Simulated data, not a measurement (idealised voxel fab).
The name of this process module is voxel plated lines.
cross-section cut | 245 nm wide | cells 5 nm
Notation: cross-section as square-cell grid; stated in bands, top first, going down; one or more cell rows per band.
In this notation a band is specified by the heights of its top and bottom, in that order and in nm, after which its materials appear from left to right, each paired with its width in nm. The word "throughout" attached to a single material means that material fills the band from edge to edge; the word "blank" stands for empty space.
Heights are expressed relative to 0, this being the level below which the as-received wafer comprises one material exclusively. The lowest band is unbounded in the downward direction and is denoted as in "0 and below".
Width: "30..40" (first number = top row, second number = bottom row, same change from row to row of cells).
Given "no modification" for a step, no cell of the cross-section differs between before and after that step.
"Closed void entries" - sealed voids, min. 8 cells, no opening to top; format: width x height at distance (distance from left edge; nm throughout).
It should be noted that, on the line of a given step, the content following the step's settings is a remark produced by the simulator itself with respect to that step.
A step's line can hold "overlay nm"; with a mask on that step, the setting says how far right of the planned place the mask lay, while a negative setting says it lay to the left.

# plan
1. op RECEIVE | material Si
2. op CONFORMAL_DEP | material SiO2 | thk nm 5
3. op DIRECTIONAL_DEP | material TiN | thk nm 5
4. op PATTERN | tone open | mask id LINES | material resist | width nm 20 | pitch nm 35 | thk nm 40 | overlay nm 0
5. op EPI | material Ru | thk nm 5
6. op EPI | material Ru | thk nm 5
7. op EPI | material Ru | thk nm 5
8. op STRIP | etch materials resist
9. op DIRECTIONAL_ETCH | etch materials TiN | depth nm 5
10. op CONFORMAL_DEP | material SiCN | thk nm 10

# What follows covers the first of two wafers; it ran as planned

# Cross-section of the incoming wafer, state after step 1
> 0 and below  Si throughout
> Closed void entries: none

# So this is the wafer cross-section right after step 2
> 5 down to 0  SiO2 throughout
> All layers under 0 are left as they were.

# So this is the wafer cross-section right after step 3
> 10 down to 5  TiN throughout
> All layers under 5 are left as they were.

# So this is the wafer cross-section right after step 4
> 50 down to 10  75 of resist, 20 of blank, 15 of resist, 20 of blank, 15 of resist, 20 of blank, 80 of resist
> All layers under 10 are left as they were.

# So this is the wafer cross-section right after step 5
> 50 down to 15  75 of resist, 20 of blank, 15 of resist, 20 of blank, 15 of resist, 20 of blank, 80 of resist
> 15 down to 10  75 of resist, 20 of Ru, 15 of resist, 20 of Ru, 15 of resist, 20 of Ru, 80 of resist
> All layers under 10 are left as they were.

# So this is the wafer cross-section right after step 6
> 50 down to 20  75 of resist, 20 of blank, 15 of resist, 20 of blank, 15 of resist, 20 of blank, 80 of resist
> 20 down to 10  75 of resist, 20 of Ru, 15 of resist, 20 of Ru, 15 of resist, 20 of Ru, 80 of resist
> All layers under 10 are left as they were.

# So this is the wafer cross-section right after step 7
> 50 down to 25  75 of resist, 20 of blank, 15 of resist, 20 of blank, 15 of resist, 20 of blank, 80 of resist
> 25 down to 10  75 of resist, 20 of Ru, 15 of resist, 20 of Ru, 15 of resist, 20 of Ru, 80 of resist
> All layers under 10 are left as they were.

# So this is the wafer cross-section right after step 8
> 25 down to 10  75 of blank, 20 of Ru, 15 of blank, 20 of Ru, 15 of blank, 20 of Ru, 80 of blank
> All layers under 10 are left as they were.

# So this is the wafer cross-section right after step 9
> 25 down to 10  75 of blank, 20 of Ru, 15 of blank, 20 of Ru, 15 of blank, 20 of Ru, 80 of blank
> 10 down to 5  75 of blank, 20 of TiN, 15 of blank, 20 of TiN, 15 of blank, 20 of TiN, 80 of blank
> All layers under 5 are left as they were.

# So this is the wafer cross-section right after step 10
> 35 down to 25  65 of blank, 110 of SiCN, 70 of blank
> 25 down to 15  65 of blank, 10 of SiCN, 20 of Ru, 15 of SiCN, 20 of Ru, 15 of SiCN, 20 of Ru, 10 of SiCN, 70 of blank
> 15 down to 10  75 of SiCN, 20 of Ru, 15 of SiCN, 20 of Ru, 15 of SiCN, 20 of Ru, 80 of SiCN
> 10 down to 5  75 of SiCN, 20 of TiN, 15 of SiCN, 20 of TiN, 15 of SiCN, 20 of TiN, 80 of SiCN
> All layers under 5 are left as they were.

# Wafer two of two - same starting point, same process plan, one mistake in execution; matches wafer one up to and including step 6

# Cross-section of the second wafer when, according to plan, step 7 should have finished
> 20 down to 10  75 of blank, 20 of Ru, 15 of blank, 20 of Ru, 15 of blank, 20 of Ru, 80 of blank
> All layers under 10 are left as they were.

# Cross-section of the second wafer when, according to plan, step 8 should have finished
> 25 down to 15  70 of blank, 30 of Ru, 5 of blank, 30 of Ru, 5 of blank, 30 of Ru, 75 of blank
> 15 down to 10  Ru throughout
> All layers under 10 are left as they were.

Cross-section of the second wafer when, according to plan, step 9 should have finished: no modification

# Cross-section of the second wafer when, according to plan, step 10 should have finished
> 35 down to 25  60 of blank, 120 of SiCN, 65 of blank
> 25 down to 15  70 of SiCN, 30 of Ru, 5 of SiCN, 30 of Ru, 5 of SiCN, 30 of Ru, 75 of SiCN
> All layers under 15 are left as they were.
What went wrong in running the wafer? steps 7 and 8: order swapped relative to plan
Cell-count delta at end, second wafer over first, by material: 49 more of Ru, 28 fewer of SiCN, 37 more of TiN
